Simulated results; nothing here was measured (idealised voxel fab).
The name of this process module is voxel gate over fins.
Cross-section cut: width 195 nm, square cells of 5 nm.
Heads up, the way a cross-section reads in here is a grid of square cells, handed over as bands from the top down, with every band being one or more rows of cells. Basically the band line says how high the top is and how high the bottom is, in nm, and then what's in it from left to right, every material with its width in nm. Empty space shows up as "blank", and if a single material carries "edge to edge" it runs the full band edge to edge. Heights are measured from 0, the level below which the as-received wafer is all one material; the lowest band has no bottom and continues downward, written as in "0 -> down". The two numbers in a width such as "30..40" mark its ends across the band: the first belongs to the top row of cells, the second to the bottom row, and from each row to the next the width moves by the same amount. Basically "remained the same" means that step didn't change any cell in the cross-section. Closed-off voids of 8+ cells (no open route to the top) go in "Completely sealed voids", written width x height at distance from the left edge, in nm. Anything after a step's settings on that line? It's the simulator's own note about the step. The line of a step may include "overlay nm". On a step with a mask, this value is how far to the right of its planned place the mask lay. A negative value means the mask lay to the left.

The following list gives the planned process steps
1: RECEIVE | material Si
2: CONFORMAL_DEP | material SiN | thk nm 5
3: DIRECTIONAL_DEP | material aC | thk nm 10
4: PATTERN | tone cover | mask id FINS | material resist | width nm 15 | pitch nm 40 | thk nm 25 | overlay nm 0
5: DIRECTIONAL_ETCH | etch materials aC | depth nm 10
6: STRIP | etch materials resist
7: DIRECTIONAL_ETCH | etch materials SiN | depth nm 5
8: DIRECTIONAL_ETCH | etch materials Si | depth nm 40
9: STRIP | etch materials aC
10: OXIDIZE | depth nm 5
11: FILL_DEP | material SiO2 | thk nm 15
12: CMP | height nm 5
13: SELECTIVE_ETCH | etch materials SiO2 | depth nm 15
14: STRIP | etch materials SiN
15: CONFORMAL_DEP | material HfO2 | thk nm 5
16: CONFORMAL_DEP | material TiN | thk nm 5
17: CONFORMAL_DEP | material TiAl | thk nm 5
18: CONFORMAL_DEP | material TiN | thk nm 5
19: FILL_DEP | material W | thk nm 10
20: CMP | height nm 25
21: CONFORMAL_DEP | material SiN | thk nm 10

So this is the incoming wafer in cross-section - it's already been through step 1
  0 -> down: Si edge to edge
  Completely sealed voids: none

Cross-section at module end, one run error; start and plan unchanged from above
  35 -> 25: SiN edge to edge
  25 -> 20: W edge to edge
  20 -> 15: 55 W / 85 TiN / 55 W
  15 -> 10: 55 W / 5 TiN / 35 TiAl / 5 TiN / 35 TiAl / 5 TiN / 55 W
  10 -> 5: 60 TiN / 5 TiAl / 25 TiN / 5 TiAl / 5 TiN / 5 TiAl / 25 TiN / 5 TiAl / 60 TiN
  5 -> 0: 65 TiAl / 5 TiN / 15 HfO2 / 5 TiN / 5 TiAl / 5 TiN / 5 TiAl / 5 TiN / 15 HfO2 / 5 TiN / 65 TiAl
  0 -> -5: 70 TiN / 5 HfO2 / 5 Si / 5 HfO2 / 5 TiN / 15 TiAl / 5 TiN / 5 HfO2 / 5 Si / 5 HfO2 / 70 TiN
  -5 -> -10: 60 HfO2 / 10 TiN / 5 HfO2 / 5 Si / 5 HfO2 / 25 TiN / 5 HfO2 / 5 Si / 5 HfO2 / 10 TiN / 60 HfO2
  -10 -> -15: 55 SiO2 / 20 HfO2 / 5 Si / 35 HfO2 / 5 Si / 20 HfO2 / 55 SiO2
  -15 -> -45: 75 SiO2 / 5 Si / 35 SiO2 / 5 Si / 75 SiO2
  -45 -> down: Si edge to edge
  Completely sealed voids: none
Here's what went sideways: so 13 and 14 got swapped relative to the plan, each ran where the other was supposed to
